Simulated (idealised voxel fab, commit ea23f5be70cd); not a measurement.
Herein follows the process module entitled voxel spacer lines.
Square cells of 5 nm make up the cross-section cut, whose width is 295 nm.
Just so we're on the same page, the cross-sections are grids of square cells, and they're listed out in bands top to bottom, each band one or more rows deep.
Quick guide to a band line: top height, bottom height (nm) up front; then every material left to right with its width in nm. Only one material and it's marked "all across"? Then it fills the band edge to edge. And "blank" just means empty space.
Heights from 0 (as-received wafer is one material below). Bottom band endless downward, as "0 nm and below".
With a width like "30->40", each row of cells in the band differs from the next by the same amount, the top row carrying the first number and the bottom row the second.
"nothing different" (step): cross-section cells unchanged, all of them.
Basically, "Closed void entries" tells you about the enclosed voids: empty spaces with no open way to the top, 8 cells or bigger, each written width x height at distance, where distance is from the left edge, all in nm.
Past the settings on a step's line: simulator remark, on that step.
Among the settings permitted on a step's line is "overlay nm"; applied to a step with a mask, it specifies the extent to which the mask lay to the right of its planned position, whereas a negative figure signifies a position to the left.
LISTED BELOW ARE THE PROCESS STEPS AS PLANNED
1 RECEIVE with material Si
2 CONFORMAL_DEP with material SiO2, thk nm 5
3 DIRECTIONAL_DEP with material W, thk nm 15
4 DIRECTIONAL_DEP with material polySi, thk nm 20
5 PATTERN with tone cover, mask id MANDREL, material resist, width nm 15, pitch nm 60, thk nm 25, overlay nm 0
6 DIRECTIONAL_ETCH with etch materials polySi, depth nm 20
7 STRIP with etch materials resist
8 CONFORMAL_DEP with material SiN, thk nm 15
9 DIRECTIONAL_ETCH with etch materials SiN, depth nm 15
10 STRIP with etch materials polySi
11 DIRECTIONAL_ETCH with etch materials W, depth nm 15
12 STRIP with etch materials SiN
CROSS-SECTION OF THE WAFER UPON ARRIVAL, REPRESENTING THE STATE REACHED AFTER STEP 1
0 nm and below | Si all across
Closed void entries: none
CROSS-SECTION: FIRST OF TWO WAFERS, MODULE FINISHED, RUN ACCORDING TO PLAN
20 nm to 5 nm | 65 blank, 15 W, 15 blank, 15 W, 15 blank, 15 W, 15 blank, 15 W, 15 blank, 15 W, 15 blank, 15 W, 65 blank
5 nm to 0 nm | SiO2 all across
0 nm and below | Si all across
Closed void entries: none
THIS IS THE SECOND OF THE TWO WAFERS, CROSS-SECTIONED AT THE END OF THE MODULE; IT STARTED EXACTLY LIKE THE FIRST AND WAS GIVEN THE SAME PLAN, BUT IT WAS RUN WITH ONE MISTAKE
20 nm to 15 nm | SiO2 all across
15 nm to 0 nm | W all across
0 nm and below | Si all across
Closed void entries: none
Run error: steps 2 and 3 swapped
End of process, cell counts, second wafer against first, materials with more or fewer: W +123
